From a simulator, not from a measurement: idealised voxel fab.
Process module heading - voxel self aligned contacts
Shown is cross-section cut, with a width of 170 nm and square cells of size 5 nm.
For the purposes of this document, a cross-section shall be understood as a grid of square cells, specified as bands listed in top-to-bottom order, each band consisting of one or more rows of cells. Look at the band entry: it leads with the top's height and the bottom's height in nm. Then it lists the materials left to right, with a width in nm for each. The word "full width" on a single material says that material fills the band edge to edge. The word "air" is empty space. Where do heights start? At 0: under that level the wafer as delivered is made of one material only. And the lowest band has no floor; it just carries on downward, as in "0 -> down". Read "30 to 40" as a graded width: first number on top, second number at the bottom, same change between each pair of neighbouring rows. A step reported as "nothing changed" is a step in which no cell of the cross-section changed. Closed-off voids of 8+ cells (no open route to the top) go in "Closed void listing", written width x height at distance from the left edge, in nm. Formally, on a step line, whatever follows the settings is a remark that the simulator itself makes on the step. The "overlay nm" setting may appear on a step's line; for a step that uses a mask, it gives how far to the right of its planned position the mask lay, and a negative value indicates the left.

-- The following list gives the planned process steps
1) RECEIVE | material Si
2) CONFORMAL_DEP | material SiO2 | thk nm 5
3) DIRECTIONAL_DEP | material polySi | thk nm 30
4) DIRECTIONAL_DEP | material SiN | thk nm 15
5) MASKED_ETCH | tone cover | mask id GATE | width nm 25 | pitch nm 50 | etch materials SiN | depth nm 15 | overlay nm 0
6) MASKED_ETCH | tone cover | mask id GATE | width nm 25 | pitch nm 50 | etch materials polySi | depth nm 30 | overlay nm 0
7) CONFORMAL_DEP | material SiN | thk nm 5
8) DIRECTIONAL_ETCH | etch materials SiN | depth nm 5
9) FILL_DEP | material SiO2 | thk nm 15
10) CMP | height nm 60
11) DIRECTIONAL_DEP | material aC | thk nm 10
12) PATTERN | tone open | mask id CONTACT | material resist | width nm 35 | pitch nm 50 | thk nm 30 | overlay nm 0
13) DIRECTIONAL_ETCH | etch materials aC | depth nm 10
14) STRIP | etch materials resist
15) DIRECTIONAL_ETCH | etch materials SiO2 | depth nm 60
16) STRIP | etch materials aC
17) CONFORMAL_DEP | material TiN | thk nm 5
18) FILL_DEP | material Ru | thk nm 5
19) CMP | height nm 60
20) CONFORMAL_DEP | material SiCN | thk nm 5

-- Below: the first of two wafers, run as planned

-- Cross-section of the wafer upon arrival, representing the state reached after step 1
> 0 -> down  Si full width
> Closed void listing: none

-- So this is the wafer cross-section right after step 2
> 5 -> 0  SiO2 full width
> Everything below 0 is unchanged.

-- So this is the wafer cross-section right after step 3
> 35 -> 5  polySi full width
> Everything below 5 is unchanged.

-- So this is the wafer cross-section right after step 4
> 50 -> 35  SiN full width
> Everything below 35 is unchanged.

-- So this is the wafer cross-section right after step 5
> 50 -> 35  air 20 nm, then SiN 25 nm, then air 25 nm, then SiN 25 nm, then air 25 nm, then SiN 25 nm, then air 25 nm
> Everything below 35 is unchanged.

-- So this is the wafer cross-section right after step 6
> 50 -> 35  air 20 nm, then SiN 25 nm, then air 25 nm, then SiN 25 nm, then air 25 nm, then SiN 25 nm, then air 25 nm
> 35 -> 5  air 20 nm, then polySi 25 nm, then air 25 nm, then polySi 25 nm, then air 25 nm, then polySi 25 nm, then air 25 nm
> Everything below 5 is unchanged.

-- So this is the wafer cross-section right after step 7
> 55 -> 35  air 15 nm, then SiN 35 nm, then air 15 nm, then SiN 35 nm, then air 15 nm, then SiN 35 nm, then air 20 nm
> 35 -> 10  air 15 nm, then SiN 5 nm, then polySi 25 nm, then SiN 5 nm, then air 15 nm, then SiN 5 nm, then polySi 25 nm, then SiN 5 nm, then air 15 nm, then SiN 5 nm, then polySi 25 nm, then SiN 5 nm, then air 20 nm
> 10 -> 5  SiN 20 nm, then polySi 25 nm, then SiN 25 nm, then polySi 25 nm, then SiN 25 nm, then polySi 25 nm, then SiN 25 nm
> Everything below 5 is unchanged.

-- So this is the wafer cross-section right after step 8
> 50 -> 35  air 15 nm, then SiN 35 nm, then air 15 nm, then SiN 35 nm, then air 15 nm, then SiN 35 nm, then air 20 nm
> 35 -> 5  air 15 nm, then SiN 5 nm, then polySi 25 nm, then SiN 5 nm, then air 15 nm, then SiN 5 nm, then polySi 25 nm, then SiN 5 nm, then air 15 nm, then SiN 5 nm, then polySi 25 nm, then SiN 5 nm, then air 20 nm
> Everything below 5 is unchanged.

-- So this is the wafer cross-section right after step 9
> 65 -> 50  SiO2 full width
> 50 -> 35  SiO2 15 nm, then SiN 35 nm, then SiO2 15 nm, then SiN 35 nm, then SiO2 15 nm, then SiN 35 nm, then SiO2 20 nm
> 35 -> 5  SiO2 15 nm, then SiN 5 nm, then polySi 25 nm, then SiN 5 nm, then SiO2 15 nm, then SiN 5 nm, then polySi 25 nm, then SiN 5 nm, then SiO2 15 nm, then SiN 5 nm, then polySi 25 nm, then SiN 5 nm, then SiO2 20 nm
> Everything below 5 is unchanged.

-- So this is the wafer cross-section right after step 10
> 60 -> 50  SiO2 full width
> Everything below 50 is unchanged.

-- So this is the wafer cross-section right after step 11
> 70 -> 60  aC full width
> Everything below 60 is unchanged.

-- So this is the wafer cross-section right after step 12
> 100 -> 70  resist 40 nm, then air 35 nm, then resist 15 nm, then air 35 nm, then resist 45 nm
> Everything below 70 is unchanged.

-- So this is the wafer cross-section right after step 13
> 90 -> 70  resist 40 nm, then air 35 nm, then resist 15 nm, then air 35 nm, then resist 45 nm
> 70 -> 60  aC 40 nm, then air 35 nm, then aC 15 nm, then air 35 nm, then aC 45 nm
> Everything below 60 is unchanged.

-- So this is the wafer cross-section right after step 14
> 70 -> 60  aC 40 nm, then air 35 nm, then aC 15 nm, then air 35 nm, then aC 45 nm
> Everything below 60 is unchanged.

-- So this is the wafer cross-section right after step 15
> 70 -> 60  aC 40 nm, then air 35 nm, then aC 15 nm, then air 35 nm, then aC 45 nm
> 60 -> 50  SiO2 40 nm, then air 35 nm, then SiO2 15 nm, then air 35 nm, then SiO2 45 nm
> 50 -> 35  SiO2 15 nm, then SiN 35 nm, then air 15 nm, then SiN 35 nm, then air 15 nm, then SiN 35 nm, then SiO2 20 nm
> 35 -> 5  SiO2 15 nm, then SiN 5 nm, then polySi 25 nm, then SiN 5 nm, then air 15 nm, then SiN 5 nm, then polySi 25 nm, then SiN 5 nm, then air 15 nm, then SiN 5 nm, then polySi 25 nm, then SiN 5 nm, then SiO2 20 nm
> 5 -> 0  SiO2 50 nm, then air 15 nm, then SiO2 35 nm, then air 15 nm, then SiO2 55 nm
> Everything below 0 is unchanged.

-- So this is the wafer cross-section right after step 16
> 60 -> 50  SiO2 40 nm, then air 35 nm, then SiO2 15 nm, then air 35 nm, then SiO2 45 nm
> Everything below 50 is unchanged.

-- So this is the wafer cross-section right after step 17
> 65 -> 60  TiN 45 nm, then air 25 nm, then TiN 25 nm, then air 25 nm, then TiN 50 nm
> 60 -> 50  SiO2 40 nm, then TiN 5 to 15 nm, then air 25 to 5 nm, then TiN 5 to 15 nm, then SiO2 15 nm, then TiN 5 to 15 nm, then air 25 to 5 nm, then TiN 5 to 15 nm, then SiO2 45 nm
> 50 -> 35  SiO2 15 nm, then SiN 35 nm, then TiN 5 nm, then air 5 nm, then TiN 5 nm, then SiN 35 nm, then TiN 5 nm, then air 5 nm, then TiN 5 nm, then SiN 35 nm, then SiO2 20 nm
> 35 -> 5  SiO2 15 nm, then SiN 5 nm, then polySi 25 nm, then SiN 5 nm, then TiN 5 nm, then air 5 nm, then TiN 5 nm, then SiN 5 nm, then polySi 25 nm, then SiN 5 nm, then TiN 5 nm, then air 5 nm, then TiN 5 nm, then SiN 5 nm, then polySi 25 nm, then SiN 5 nm, then SiO2 20 nm
> 5 -> 0  SiO2 50 nm, then TiN 15 nm, then SiO2 35 nm, then TiN 15 nm, then SiO2 55 nm
> Everything below 0 is unchanged.

-- So this is the wafer cross-section right after step 18
> 70 -> 65  Ru full width
> 65 -> 60  TiN 45 nm, then Ru 25 nm, then TiN 25 nm, then Ru 25 nm, then TiN 50 nm
> 60 -> 50  SiO2 40 nm, then TiN 5 to 15 nm, then Ru 25 to 5 nm, then TiN 5 to 15 nm, then SiO2 15 nm, then TiN 5 to 15 nm, then Ru 25 to 5 nm, then TiN 5 to 15 nm, then SiO2 45 nm
> 50 -> 35  SiO2 15 nm, then SiN 35 nm, then TiN 5 nm, then Ru 5 nm, then TiN 5 nm, then SiN 35 nm, then TiN 5 nm, then Ru 5 nm, then TiN 5 nm, then SiN 35 nm, then SiO2 20 nm
> 35 -> 5  SiO2 15 nm, then SiN 5 nm, then polySi 25 nm, then SiN 5 nm, then TiN 5 nm, then Ru 5 nm, then TiN 5 nm, then SiN 5 nm, then polySi 25 nm, then SiN 5 nm, then TiN 5 nm, then Ru 5 nm, then TiN 5 nm, then SiN 5 nm, then polySi 25 nm, then SiN 5 nm, then SiO2 20 nm
> Everything below 5 is unchanged.

-- So this is the wafer cross-section right after step 19
> 60 -> 50  SiO2 40 nm, then TiN 5 to 15 nm, then Ru 25 to 5 nm, then TiN 5 to 15 nm, then SiO2 15 nm, then TiN 5 to 15 nm, then Ru 25 to 5 nm, then TiN 5 to 15 nm, then SiO2 45 nm
> Everything below 50 is unchanged.

-- So this is the wafer cross-section right after step 20
> 65 -> 60  SiCN full width
> Everything below 60 is unchanged.

-- Second wafer. Start and plan as for the first. One mistake made in running. Agrees with the first up to and including step 1

Second wafer: cross-section at the scheduled end of step 2: nothing changed

-- Second wafer: cross-section at the scheduled end of step 3
> 30 -> 0  polySi full width
> Everything below 0 is unchanged.

-- Second wafer: cross-section at the scheduled end of step 4
> 45 -> 30  SiN full width
> Everything below 30 is unchanged.

-- Second wafer: cross-section at the scheduled end of step 5
> 45 -> 30  air 20 nm, then SiN 25 nm, then air 25 nm, then SiN 25 nm, then air 25 nm, then SiN 25 nm, then air 25 nm
> Everything below 30 is unchanged.

-- Second wafer: cross-section at the scheduled end of step 6
> 45 -> 30  air 20 nm, then SiN 25 nm, then air 25 nm, then SiN 25 nm, then air 25 nm, then SiN 25 nm, then air 25 nm
> 30 -> 0  air 20 nm, then polySi 25 nm, then air 25 nm, then polySi 25 nm, then air 25 nm, then polySi 25 nm, then air 25 nm
> Everything below 0 is unchanged.

-- Second wafer: cross-section at the scheduled end of step 7
> 50 -> 30  air 15 nm, then SiN 35 nm, then air 15 nm, then SiN 35 nm, then air 15 nm, then SiN 35 nm, then air 20 nm
> 30 -> 5  air 15 nm, then SiN 5 nm, then polySi 25 nm, then SiN 5 nm, then air 15 nm, then SiN 5 nm, then polySi 25 nm, then SiN 5 nm, then air 15 nm, then SiN 5 nm, then polySi 25 nm, then SiN 5 nm, then air 20 nm
> 5 -> 0  SiN 20 nm, then polySi 25 nm, then SiN 25 nm, then polySi 25 nm, then SiN 25 nm, then polySi 25 nm, then SiN 25 nm
> Everything below 0 is unchanged.

-- Second wafer: cross-section at the scheduled end of step 8
> 45 -> 30  air 15 nm, then SiN 35 nm, then air 15 nm, then SiN 35 nm, then air 15 nm, then SiN 35 nm, then air 20 nm
> 30 -> 0  air 15 nm, then SiN 5 nm, then polySi 25 nm, then SiN 5 nm, then air 15 nm, then SiN 5 nm, then polySi 25 nm, then SiN 5 nm, then air 15 nm, then SiN 5 nm, then polySi 25 nm, then SiN 5 nm, then air 20 nm
> Everything below 0 is unchanged.

-- Second wafer: cross-section at the scheduled end of step 9
> 60 -> 45  SiO2 full width
> 45 -> 30  SiO2 15 nm, then SiN 35 nm, then SiO2 15 nm, then SiN 35 nm, then SiO2 15 nm, then SiN 35 nm, then SiO2 20 nm
> 30 -> 0  SiO2 15 nm, then SiN 5 nm, then polySi 25 nm, then SiN 5 nm, then SiO2 15 nm, then SiN 5 nm, then polySi 25 nm, then SiN 5 nm, then SiO2 15 nm, then SiN 5 nm, then polySi 25 nm, then SiN 5 nm, then SiO2 20 nm
> Everything below 0 is unchanged.

Second wafer: cross-section at the scheduled end of step 10: nothing changed

-- Second wafer: cross-section at the scheduled end of step 11
> 70 -> 60  aC full width
> Everything below 60 is unchanged.

-- Second wafer: cross-section at the scheduled end of step 12
> 100 -> 70  resist 40 nm, then air 35 nm, then resist 15 nm, then air 35 nm, then resist 45 nm
> Everything below 70 is unchanged.

-- Second wafer: cross-section at the scheduled end of step 13
> 90 -> 70  resist 40 nm, then air 35 nm, then resist 15 nm, then air 35 nm, then resist 45 nm
> 70 -> 60  aC 40 nm, then air 35 nm, then aC 15 nm, then air 35 nm, then aC 45 nm
> Everything below 60 is unchanged.

-- Second wafer: cross-section at the scheduled end of step 14
> 70 -> 60  aC 40 nm, then air 35 nm, then aC 15 nm, then air 35 nm, then aC 45 nm
> Everything below 60 is unchanged.

-- Second wafer: cross-section at the scheduled end of step 15
> 70 -> 60  aC 40 nm, then air 35 nm, then aC 15 nm, then air 35 nm, then aC 45 nm
> 60 -> 45  SiO2 40 nm, then air 35 nm, then SiO2 15 nm, then air 35 nm, then SiO2 45 nm
> 45 -> 30  SiO2 15 nm, then SiN 35 nm, then air 15 nm, then SiN 35 nm, then air 15 nm, then SiN 35 nm, then SiO2 20 nm
> 30 -> 0  SiO2 15 nm, then SiN 5 nm, then polySi 25 nm, then SiN 5 nm, then air 15 nm, then SiN 5 nm, then polySi 25 nm, then SiN 5 nm, then air 15 nm, then SiN 5 nm, then polySi 25 nm, then SiN 5 nm, then SiO2 20 nm
> Everything below 0 is unchanged.

-- Second wafer: cross-section at the scheduled end of step 16
> 60 -> 45  SiO2 40 nm, then air 35 nm, then SiO2 15 nm, then air 35 nm, then SiO2 45 nm
> Everything below 45 is unchanged.

-- Second wafer: cross-section at the scheduled end of step 17
> 65 -> 60  TiN 45 nm, then air 25 nm, then TiN 25 nm, then air 25 nm, then TiN 50 nm
> 60 -> 50  SiO2 40 nm, then TiN 5 nm, then air 25 nm, then TiN 5 nm, then SiO2 15 nm, then TiN 5 nm, then air 25 nm, then TiN 5 nm, then SiO2 45 nm
> 50 -> 45  SiO2 40 nm, then TiN 15 nm, then air 5 nm, then TiN 15 nm, then SiO2 15 nm, then TiN 15 nm, then air 5 nm, then TiN 15 nm, then SiO2 45 nm
> 45 -> 30  SiO2 15 nm, then SiN 35 nm, then TiN 5 nm, then air 5 nm, then TiN 5 nm, then SiN 35 nm, then TiN 5 nm, then air 5 nm, then TiN 5 nm, then SiN 35 nm, then SiO2 20 nm
> 30 -> 5  SiO2 15 nm, then SiN 5 nm, then polySi 25 nm, then SiN 5 nm, then TiN 5 nm, then air 5 nm, then TiN 5 nm, then SiN 5 nm, then polySi 25 nm, then SiN 5 nm, then TiN 5 nm, then air 5 nm, then TiN 5 nm, then SiN 5 nm, then polySi 25 nm, then SiN 5 nm, then SiO2 20 nm
> 5 -> 0  SiO2 15 nm, then SiN 5 nm, then polySi 25 nm, then SiN 5 nm, then TiN 15 nm, then SiN 5 nm, then polySi 25 nm, then SiN 5 nm, then TiN 15 nm, then SiN 5 nm, then polySi 25 nm, then SiN 5 nm, then SiO2 20 nm
> Everything below 0 is unchanged.

-- Second wafer: cross-section at the scheduled end of step 18
> 70 -> 65  Ru full width
> 65 -> 60  TiN 45 nm, then Ru 25 nm, then TiN 25 nm, then Ru 25 nm, then TiN 50 nm
> 60 -> 50  SiO2 40 nm, then TiN 5 nm, then Ru 25 nm, then TiN 5 nm, then SiO2 15 nm, then TiN 5 nm, then Ru 25 nm, then TiN 5 nm, then SiO2 45 nm
> 50 -> 45  SiO2 40 nm, then TiN 15 nm, then Ru 5 nm, then TiN 15 nm, then SiO2 15 nm, then TiN 15 nm, then Ru 5 nm, then TiN 15 nm, then SiO2 45 nm
> 45 -> 30  SiO2 15 nm, then SiN 35 nm, then TiN 5 nm, then Ru 5 nm, then TiN 5 nm, then SiN 35 nm, then TiN 5 nm, then Ru 5 nm, then TiN 5 nm, then SiN 35 nm, then SiO2 20 nm
> 30 -> 5  SiO2 15 nm, then SiN 5 nm, then polySi 25 nm, then SiN 5 nm, then TiN 5 nm, then Ru 5 nm, then TiN 5 nm, then SiN 5 nm, then polySi 25 nm, then SiN 5 nm, then TiN 5 nm, then Ru 5 nm, then TiN 5 nm, then SiN 5 nm, then polySi 25 nm, then SiN 5 nm, then SiO2 20 nm
> Everything below 5 is unchanged.

-- Second wafer: cross-section at the scheduled end of step 19
> 60 -> 50  SiO2 40 nm, then TiN 5 nm, then Ru 25 nm, then TiN 5 nm, then SiO2 15 nm, then TiN 5 nm, then Ru 25 nm, then TiN 5 nm, then SiO2 45 nm
> Everything below 50 is unchanged.

-- Second wafer: cross-section at the scheduled end of step 20
> 65 -> 60  SiCN full width
> Everything below 60 is unchanged.
It is concluded that the wafer was processed incorrectly with respect to the plan, in that plan step 2 never ran because it was skipped
Heads up, by the end the second wafer has more or fewer cells of some materials compared to the first: +8 Ru; -8 SiO2
